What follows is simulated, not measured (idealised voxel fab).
The process module presented herein is designated voxel gate over fins.
Cross-sectional view cut (width: 245 nm; square cell size: 5 nm).
Heads up, the way a cross-section reads in here is a grid of square cells, handed over as bands from the top down, with every band being one or more rows of cells.
Top, bottom (nm), then materials left to right with widths (nm); lone material tagged "throughout" fills the whole band edge to edge; "empty" = empty space.
Measure heights from 0. That's the level where, below it, the as-received wafer is all one material. The lowest band is bottomless and extends downward; write it as in "top 0, no bottom".
So if you see something like "30->40" for the width, read it as the top row of the band sitting at the first number and the bottom row at the second, with every row in between moving by the same amount as the last.
Where a step carries "remained the same", the cross-section came out of it unchanged, cell for cell.
"Trapped voids" - sealed voids, min. 8 cells, no opening to top; format: width x height at distance (distance from left edge; nm throughout).
Where a step's line continues beyond its settings, the continuation is a remark by the simulator itself on that step.
Each step line may optionally specify "overlay nm", which for a step with a mask gives the rightward distance between the mask's planned place and where it lay, a negative value indicating the leftward direction.

# Below is the list of planned process steps
1. RECEIVE [material Si]
2. CONFORMAL_DEP [material SiN] [thk nm 5]
3. PATTERN [tone cover] [mask id FINS] [material resist] [width nm 15] [pitch nm 35] [thk nm 20] [overlay nm 0]
4. DIRECTIONAL_ETCH [etch materials SiN] [depth nm 5]
5. DIRECTIONAL_ETCH [etch materials Si] [depth nm 30]
6. STRIP [etch materials resist]
7. FILL_DEP [material SiO2] [thk nm 10]
8. CMP [height nm 5]
9. SELECTIVE_ETCH [etch materials SiO2] [depth nm 20]
10. STRIP [etch materials SiN]
11. CONFORMAL_DEP [material HfO2] [thk nm 5]
12. CONFORMAL_DEP [material TiN] [thk nm 5]
13. CONFORMAL_DEP [material TiAl] [thk nm 5]
14. CONFORMAL_DEP [material TiN] [thk nm 5]
15. FILL_DEP [material W] [thk nm 15]
16. CMP [height nm 30]
17. CONFORMAL_DEP [material SiCN] [thk nm 5]

# First out of two wafers; run went to plan

# Here's what the wafer looked like in cross-section when it arrived - that's after step 1
  top 0, no bottom: Si throughout
  Trapped voids: none

# The following cross-section depicts the wafer upon completion of step 2
  top 5, bottom 0: SiN throughout
  Below a height of 0, the structure has not been altered.

# The following cross-section depicts the wafer upon completion of step 3
  top 25, bottom 5: 95 of empty; 15 of resist; 20 of empty; 15 of resist; 100 of empty
  Below a height of 5, the structure has not been altered.

# The following cross-section depicts the wafer upon completion of step 4
  top 25, bottom 5: 95 of empty; 15 of resist; 20 of empty; 15 of resist; 100 of empty
  top 5, bottom 0: 95 of empty; 15 of SiN; 20 of empty; 15 of SiN; 100 of empty
  Below a height of 0, the structure has not been altered.

# The following cross-section depicts the wafer upon completion of step 5
  top 25, bottom 5: 95 of empty; 15 of resist; 20 of empty; 15 of resist; 100 of empty
  top 5, bottom 0: 95 of empty; 15 of SiN; 20 of empty; 15 of SiN; 100 of empty
  top 0, bottom -30: 95 of empty; 15 of Si; 20 of empty; 15 of Si; 100 of empty
  Below a height of -30, the structure has not been altered.

# The following cross-section depicts the wafer upon completion of step 6
  top 5, bottom 0: 95 of empty; 15 of SiN; 20 of empty; 15 of SiN; 100 of empty
  Below a height of 0, the structure has not been altered.

# The following cross-section depicts the wafer upon completion of step 7
  top 15, bottom 5: SiO2 throughout
  top 5, bottom 0: 95 of SiO2; 15 of SiN; 20 of SiO2; 15 of SiN; 100 of SiO2
  top 0, bottom -30: 95 of SiO2; 15 of Si; 20 of SiO2; 15 of Si; 100 of SiO2
  Below a height of -30, the structure has not been altered.

# The following cross-section depicts the wafer upon completion of step 8
  top 5, bottom 0: 95 of SiO2; 15 of SiN; 20 of SiO2; 15 of SiN; 100 of SiO2
  Below a height of 0, the structure has not been altered.

# The following cross-section depicts the wafer upon completion of step 9
  top 5, bottom 0: 95 of empty; 15 of SiN; 20 of empty; 15 of SiN; 100 of empty
  top 0, bottom -15: 95 of empty; 15 of Si; 20 of empty; 15 of Si; 100 of empty
  Below a height of -15, the structure has not been altered.

# The following cross-section depicts the wafer upon completion of step 10
  top 0, bottom -15: 95 of empty; 15 of Si; 20 of empty; 15 of Si; 100 of empty
  Below a height of -15, the structure has not been altered.

# The following cross-section depicts the wafer upon completion of step 11
  top 5, bottom 0: 90 of empty; 25 of HfO2; 10 of empty; 25 of HfO2; 95 of empty
  top 0, bottom -10: 90 of empty; 5 of HfO2; 15 of Si; 5 of HfO2; 10 of empty; 5 of HfO2; 15 of Si; 5 of HfO2; 95 of empty
  top -10, bottom -15: 95 of HfO2; 15 of Si; 20 of HfO2; 15 of Si; 100 of HfO2
  Below a height of -15, the structure has not been altered.

# The following cross-section depicts the wafer upon completion of step 12
  top 10, bottom 5: 85 of empty; 70 of TiN; 90 of empty
  top 5, bottom 0: 85 of empty; 5 of TiN; 25 of HfO2; 10 of TiN; 25 of HfO2; 5 of TiN; 90 of empty
  top 0, bottom -5: 85 of empty; 5 of TiN; 5 of HfO2; 15 of Si; 5 of HfO2; 10 of TiN; 5 of HfO2; 15 of Si; 5 of HfO2; 5 of TiN; 90 of empty
  top -5, bottom -10: 90 of TiN; 5 of HfO2; 15 of Si; 5 of HfO2; 10 of TiN; 5 of HfO2; 15 of Si; 5 of HfO2; 95 of TiN
  Below a height of -10, the structure has not been altered.

# The following cross-section depicts the wafer upon completion of step 13
  top 15, bottom 10: 80 of empty; 80 of TiAl; 85 of empty
  top 10, bottom 5: 80 of empty; 5 of TiAl; 70 of TiN; 5 of TiAl; 85 of empty
  top 5, bottom 0: 80 of empty; 5 of TiAl; 5 of TiN; 25 of HfO2; 10 of TiN; 25 of HfO2; 5 of TiN; 5 of TiAl; 85 of empty
  top 0, bottom -5: 85 of TiAl; 5 of TiN; 5 of HfO2; 15 of Si; 5 of HfO2; 10 of TiN; 5 of HfO2; 15 of Si; 5 of HfO2; 5 of TiN; 90 of TiAl
  Below a height of -5, the structure has not been altered.

# The following cross-section depicts the wafer upon completion of step 14
  top 20, bottom 15: 75 of empty; 90 of TiN; 80 of empty
  top 15, bottom 10: 75 of empty; 5 of TiN; 80 of TiAl; 5 of TiN; 80 of empty
  top 10, bottom 5: 75 of empty; 5 of TiN; 5 of TiAl; 70 of TiN; 5 of TiAl; 5 of TiN; 80 of empty
  top 5, bottom 0: 80 of TiN; 5 of TiAl; 5 of TiN; 25 of HfO2; 10 of TiN; 25 of HfO2; 5 of TiN; 5 of TiAl; 85 of TiN
  Below a height of 0, the structure has not been altered.

# The following cross-section depicts the wafer upon completion of step 15
  top 35, bottom 20: W throughout
  top 20, bottom 15: 75 of W; 90 of TiN; 80 of W
  top 15, bottom 10: 75 of W; 5 of TiN; 80 of TiAl; 5 of TiN; 80 of W
  top 10, bottom 5: 75 of W; 5 of TiN; 5 of TiAl; 70 of TiN; 5 of TiAl; 5 of TiN; 80 of W
  Below a height of 5, the structure has not been altered.

# The following cross-section depicts the wafer upon completion of step 16
  top 30, bottom 20: W throughout
  Below a height of 20, the structure has not been altered.

# The following cross-section depicts the wafer upon completion of step 17
  top 35, bottom 30: SiCN throughout
  Below a height of 30, the structure has not been altered.

# Wafer two. Identical start, identical plan. One mistake in execution. Identical history through step 4

# Here is the second wafer in cross-section at the point where step 5 of the plan should have been done
  top 25, bottom 5: 95 of empty; 15 of resist; 20 of empty; 15 of resist; 100 of empty
  top 5, bottom 0: 95 of empty; 15 of SiN; 20 of empty; 15 of SiN; 100 of empty
  top 0, bottom -60: 95 of empty; 15 of Si; 20 of empty; 15 of Si; 100 of empty
  Below a height of -60, the structure has not been altered.

# Here is the second wafer in cross-section at the point where step 6 of the plan should have been done
  top 5, bottom 0: 95 of empty; 15 of SiN; 20 of empty; 15 of SiN; 100 of empty
  Below a height of 0, the structure has not been altered.

# Here is the second wafer in cross-section at the point where step 7 of the plan should have been done
  top 15, bottom 5: SiO2 throughout
  top 5, bottom 0: 95 of SiO2; 15 of SiN; 20 of SiO2; 15 of SiN; 100 of SiO2
  top 0, bottom -60: 95 of SiO2; 15 of Si; 20 of SiO2; 15 of Si; 100 of SiO2
  Below a height of -60, the structure has not been altered.

# Here is the second wafer in cross-section at the point where step 8 of the plan should have been done
  top 5, bottom 0: 95 of SiO2; 15 of SiN; 20 of SiO2; 15 of SiN; 100 of SiO2
  Below a height of 0, the structure has not been altered.

# Here is the second wafer in cross-section at the point where step 9 of the plan should have been done
  top 5, bottom 0: 95 of empty; 15 of SiN; 20 of empty; 15 of SiN; 100 of empty
  top 0, bottom -15: 95 of empty; 15 of Si; 20 of empty; 15 of Si; 100 of empty
  Below a height of -15, the structure has not been altered.

# Here is the second wafer in cross-section at the point where step 10 of the plan should have been done
  top 0, bottom -15: 95 of empty; 15 of Si; 20 of empty; 15 of Si; 100 of empty
  Below a height of -15, the structure has not been altered.

# Here is the second wafer in cross-section at the point where step 11 of the plan should have been done
  top 5, bottom 0: 90 of empty; 25 of HfO2; 10 of empty; 25 of HfO2; 95 of empty
  top 0, bottom -10: 90 of empty; 5 of HfO2; 15 of Si; 5 of HfO2; 10 of empty; 5 of HfO2; 15 of Si; 5 of HfO2; 95 of empty
  top -10, bottom -15: 95 of HfO2; 15 of Si; 20 of HfO2; 15 of Si; 100 of HfO2
  Below a height of -15, the structure has not been altered.

# Here is the second wafer in cross-section at the point where step 12 of the plan should have been done
  top 10, bottom 5: 85 of empty; 70 of TiN; 90 of empty
  top 5, bottom 0: 85 of empty; 5 of TiN; 25 of HfO2; 10 of TiN; 25 of HfO2; 5 of TiN; 90 of empty
  top 0, bottom -5: 85 of empty; 5 of TiN; 5 of HfO2; 15 of Si; 5 of HfO2; 10 of TiN; 5 of HfO2; 15 of Si; 5 of HfO2; 5 of TiN; 90 of empty
  top -5, bottom -10: 90 of TiN; 5 of HfO2; 15 of Si; 5 of HfO2; 10 of TiN; 5 of HfO2; 15 of Si; 5 of HfO2; 95 of TiN
  Below a height of -10, the structure has not been altered.

# Here is the second wafer in cross-section at the point where step 13 of the plan should have been done
  top 15, bottom 10: 80 of empty; 80 of TiAl; 85 of empty
  top 10, bottom 5: 80 of empty; 5 of TiAl; 70 of TiN; 5 of TiAl; 85 of empty
  top 5, bottom 0: 80 of empty; 5 of TiAl; 5 of TiN; 25 of HfO2; 10 of TiN; 25 of HfO2; 5 of TiN; 5 of TiAl; 85 of empty
  top 0, bottom -5: 85 of TiAl; 5 of TiN; 5 of HfO2; 15 of Si; 5 of HfO2; 10 of TiN; 5 of HfO2; 15 of Si; 5 of HfO2; 5 of TiN; 90 of TiAl
  Below a height of -5, the structure has not been altered.

# Here is the second wafer in cross-section at the point where step 14 of the plan should have been done
  top 20, bottom 15: 75 of empty; 90 of TiN; 80 of empty
  top 15, bottom 10: 75 of empty; 5 of TiN; 80 of TiAl; 5 of TiN; 80 of empty
  top 10, bottom 5: 75 of empty; 5 of TiN; 5 of TiAl; 70 of TiN; 5 of TiAl; 5 of TiN; 80 of empty
  top 5, bottom 0: 80 of TiN; 5 of TiAl; 5 of TiN; 25 of HfO2; 10 of TiN; 25 of HfO2; 5 of TiN; 5 of TiAl; 85 of TiN
  Below a height of 0, the structure has not been altered.

# Here is the second wafer in cross-section at the point where step 15 of the plan should have been done
  top 35, bottom 20: W throughout
  top 20, bottom 15: 75 of W; 90 of TiN; 80 of W
  top 15, bottom 10: 75 of W; 5 of TiN; 80 of TiAl; 5 of TiN; 80 of W
  top 10, bottom 5: 75 of W; 5 of TiN; 5 of TiAl; 70 of TiN; 5 of TiAl; 5 of TiN; 80 of W
  Below a height of 5, the structure has not been altered.

# Here is the second wafer in cross-section at the point where step 16 of the plan should have been done
  top 30, bottom 20: W throughout
  Below a height of 20, the structure has not been altered.

# Here is the second wafer in cross-section at the point where step 17 of the plan should have been done
  top 35, bottom 30: SiCN throughout
  Below a height of 30, the structure has not been altered.
Nonconformance to the process plan: step 5 in the plan was executed twice
Heads up, by the end the second wafer has more or fewer cells of some materials compared to the first: -258 Si, +258 SiO2
